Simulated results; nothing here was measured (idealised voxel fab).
Herein follows the process module entitled voxel lift off.
In the cross-section labelled cut, the width is 240 nm and each square cell is 5 nm.
Format of a cross-section: grid, square cells. Given as bands. Order: top down. Band: one or more rows of cells.
Quick guide to a band line: top height, bottom height (nm) up front; then every material left to right with its width in nm. Only one material and it's marked "everywhere"? Then it fills the band edge to edge. And "empty" just means empty space.
Basically, 0 is our baseline, since under it the wafer straight out of the box is all one material. The bottom band has no lower end and keeps on going down, so it looks like "0 nm and below".
Width spec "30->40" -> top row of cells at first value, bottom row at second value, equal per-row change in between.
When a step is marked "no change", none of the cells in the cross-section changed during that step.
Entry "Voids, fully enclosed". Content: empty spaces with no open connection to the top, size 8 cells or greater. Each: width x height at distance. Distance: from left edge. Unit: nm.
Post-settings text on a step line: simulator's own remark regarding the step.
The optional step-line setting "overlay nm" applies to steps with a mask and quantifies how far to the right of its planned location the mask lay, a negative value indicating leftward placement.
Steps in the process plan
- 1: RECEIVE | material Si
- 2: CONFORMAL_DEP | material Al2O3 | thk nm 5
- 3: PATTERN | tone open | mask id LINES | material resist | width nm 25 | pitch nm 55 | thk nm 20 | overlay nm 0
- 4: DIRECTIONAL_DEP | material Ru | thk nm 5
- 5: STRIP | etch materials resist
- 6: CONFORMAL_DEP | material SiN | thk nm 10
First of two wafers, processed according to plan
So this is the incoming wafer in cross-section - it's already been through step 1
0 nm and below  Si everywhere
Voids, fully enclosed: none
Cross-sectional representation of the wafer at the conclusion of step 2
5 nm to 0 nm  Al2O3 everywhere
Below 0 it's all the same as before, nothing changed down there.
Cross-sectional representation of the wafer at the conclusion of step 3
25 nm to 5 nm  resist (80) / empty (25) / resist (30) / empty (25) / resist (80)
Below 5 it's all the same as before, nothing changed down there.
Cross-sectional representation of the wafer at the conclusion of step 4
30 nm to 25 nm  Ru (80) / empty (25) / Ru (30) / empty (25) / Ru (80)
25 nm to 10 nm  resist (80) / empty (25) / resist (30) / empty (25) / resist (80)
10 nm to 5 nm  resist (80) / Ru (25) / resist (30) / Ru (25) / resist (80)
Below 5 it's all the same as before, nothing changed down there.
Cross-sectional representation of the wafer at the conclusion of step 5
10 nm to 5 nm  empty (80) / Ru (25) / empty (30) / Ru (25) / empty (80)
Below 5 it's all the same as before, nothing changed down there.
Cross-sectional representation of the wafer at the conclusion of step 6
20 nm to 15 nm  empty (70) / SiN (45) / empty (10) / SiN (45) / empty (70)
15 nm to 10 nm  SiN everywhere
10 nm to 5 nm  SiN (80) / Ru (25) / SiN (30) / Ru (25) / SiN (80)
Below 5 it's all the same as before, nothing changed down there.
Second of two: same start, same plan, one run error; steps up to and including 2 match the first
Second wafer, cross-section, planned end of step 3
25 nm to 5 nm  resist (90) / empty (25) / resist (30) / empty (25) / resist (70)
Below 5 it's all the same as before, nothing changed down there.
Second wafer, cross-section, planned end of step 4
30 nm to 25 nm  Ru (90) / empty (25) / Ru (30) / empty (25) / Ru (70)
25 nm to 10 nm  resist (90) / empty (25) / resist (30) / empty (25) / resist (70)
10 nm to 5 nm  resist (90) / Ru (25) / resist (30) / Ru (25) / resist (70)
Below 5 it's all the same as before, nothing changed down there.
Second wafer, cross-section, planned end of step 5
10 nm to 5 nm  empty (90) / Ru (25) / empty (30) / Ru (25) / empty (70)
Below 5 it's all the same as before, nothing changed down there.
Second wafer, cross-section, planned end of step 6
20 nm to 15 nm  empty (80) / SiN (45) / empty (10) / SiN (45) / empty (60)
15 nm to 10 nm  SiN everywhere
10 nm to 5 nm  SiN (90) / Ru (25) / SiN (30) / Ru (25) / SiN (70)
Below 5 it's all the same as before, nothing changed down there.
The plan and the run diverged here: step 3 was not run as planned; what actually ran was PATTERN | tone open | mask id LINES | material resist | width nm 25 | pitch nm 55 | thk nm 20 | overlay nm 10
Upon completion, the cell count for each material on the second wafer equals that on the first, whereas the spatial distribution of those cells differs.
